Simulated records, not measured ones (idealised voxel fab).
process module | voxel plated lines
cross-section cut | 260 nm wide | cells 5 nm
A cross-section is a grid of square cells, given in bands from the top down. A band is one or more rows of cells.
Each band's line starts with the height of the band's top and of its bottom, in nm. Then come its materials from left to right, each with its width in nm. One material with "throughout" fills the band from edge to edge. "air" is empty space.
Height 0 is the level under which the wafer as received is all one material. The lowest band goes on downwards, as in "0 down".
A width such as "30 to 40" changes by the same amount from each row of cells to the next, from the band's top row to its bottom row.
"no change" after a step means that no cell of the cross-section changed.
closed voids: empty space of 8 cells or more with no open way to the top, each as width x height at its distance from the left edge, in nm
after a step's settings: what the simulator itself notes on the step
overlay nm, on a step with a mask: how far to the right of its planned place the mask lay; to the left if negative
plan
1 op RECEIVE | material Si
2 op CONFORMAL_DEP | material SiO2 | thk nm 15
3 op DIRECTIONAL_DEP | material TiN | thk nm 5
4 op PATTERN | tone open | mask id LINES | material resist | width nm 20 | pitch nm 35 | thk nm 40 | overlay nm 0
5 op EPI | material Ru | thk nm 10
6 op EPI | material Ru | thk nm 5
7 op EPI | material Ru | thk nm 10
8 op STRIP | etch materials resist
9 op DIRECTIONAL_ETCH | etch materials TiN | depth nm 5
10 op CONFORMAL_DEP | material SiN | thk nm 10
first wafer, as planned
as received, after step 1
  0 down: Si throughout
  closed voids: none
after step 2
  15 to 0: SiO2 throughout
  below 0: unchanged
after step 3
  20 to 15: TiN throughout
  below 15: unchanged
after step 4
  60 to 20: resist 65 | air 20 | resist 15 | air 20 | resist 15 | air 20 | resist 15 | air 20 | resist 70
  below 20: unchanged
after step 5
  60 to 30: resist 65 | air 20 | resist 15 | air 20 | resist 15 | air 20 | resist 15 | air 20 | resist 70
  30 to 20: resist 65 | Ru 20 | resist 15 | Ru 20 | resist 15 | Ru 20 | resist 15 | Ru 20 | resist 70
  below 20: unchanged
after step 6
  60 to 35: resist 65 | air 20 | resist 15 | air 20 | resist 15 | air 20 | resist 15 | air 20 | resist 70
  35 to 20: resist 65 | Ru 20 | resist 15 | Ru 20 | resist 15 | Ru 20 | resist 15 | Ru 20 | resist 70
  below 20: unchanged
after step 7
  60 to 45: resist 65 | air 20 | resist 15 | air 20 | resist 15 | air 20 | resist 15 | air 20 | resist 70
  45 to 20: resist 65 | Ru 20 | resist 15 | Ru 20 | resist 15 | Ru 20 | resist 15 | Ru 20 | resist 70
  below 20: unchanged
after step 8
  45 to 20: air 65 | Ru 20 | air 15 | Ru 20 | air 15 | Ru 20 | air 15 | Ru 20 | air 70
  below 20: unchanged
after step 9
  45 to 20: air 65 | Ru 20 | air 15 | Ru 20 | air 15 | Ru 20 | air 15 | Ru 20 | air 70
  20 to 15: air 65 | TiN 20 | air 15 | TiN 20 | air 15 | TiN 20 | air 15 | TiN 20 | air 70
  below 15: unchanged
after step 10
  55 to 45: air 55 | SiN 145 | air 60
  45 to 25: air 55 | SiN 10 | Ru 20 | SiN 15 | Ru 20 | SiN 15 | Ru 20 | SiN 15 | Ru 20 | SiN 10 | air 60
  25 to 20: SiN 65 | Ru 20 | SiN 15 | Ru 20 | SiN 15 | Ru 20 | SiN 15 | Ru 20 | SiN 70
  20 to 15: SiN 65 | TiN 20 | SiN 15 | TiN 20 | SiN 15 | TiN 20 | SiN 15 | TiN 20 | SiN 70
  below 15: unchanged
second wafer: like start, like plan, one mistake. Through step 3 it matches the first wafer
when step 4 should have ended
  60 to 20: air 65 | resist 20 | air 15 | resist 20 | air 15 | resist 20 | air 15 | resist 20 | air 70
  below 20: unchanged
when step 5 should have ended
  60 to 30: air 65 | resist 20 | air 15 | resist 20 | air 15 | resist 20 | air 15 | resist 20 | air 70
  30 to 20: Ru 65 | resist 20 | Ru 15 | resist 20 | Ru 15 | resist 20 | Ru 15 | resist 20 | Ru 70
  below 20: unchanged
when step 6 should have ended
  60 to 35: air 65 | resist 20 | air 15 | resist 20 | air 15 | resist 20 | air 15 | resist 20 | air 70
  35 to 20: Ru 65 | resist 20 | Ru 15 | resist 20 | Ru 15 | resist 20 | Ru 15 | resist 20 | Ru 70
  below 20: unchanged
when step 7 should have ended
  60 to 45: air 65 | resist 20 | air 15 | resist 20 | air 15 | resist 20 | air 15 | resist 20 | air 70
  45 to 20: Ru 65 | resist 20 | Ru 15 | resist 20 | Ru 15 | resist 20 | Ru 15 | resist 20 | Ru 70
  below 20: unchanged
when step 8 should have ended
  45 to 20: Ru 65 | air 20 | Ru 15 | air 20 | Ru 15 | air 20 | Ru 15 | air 20 | Ru 70
  below 20: unchanged
when step 9 should have ended
  45 to 20: Ru 65 | air 20 | Ru 15 | air 20 | Ru 15 | air 20 | Ru 15 | air 20 | Ru 70
  20 to 15: TiN 65 | air 20 | TiN 15 | air 20 | TiN 15 | air 20 | TiN 15 | air 20 | TiN 70
  below 15: unchanged
when step 10 should have ended
  55 to 45: SiN throughout
  45 to 20: Ru 65 | SiN 20 | Ru 15 | SiN 20 | Ru 15 | SiN 20 | Ru 15 | SiN 20 | Ru 70
  20 to 15: TiN 65 | SiN 20 | TiN 15 | SiN 20 | TiN 15 | SiN 20 | TiN 15 | SiN 20 | TiN 70
  below 15: unchanged
what went wrong: step 4 ran as: op PATTERN | tone cover | mask id LINES | material resist | width nm 20 | pitch nm 35 | thk nm 40 | overlay nm 0
at the end the second wafer has, in cells: 100 more of Ru | 18 more of SiN | 20 more of TiN
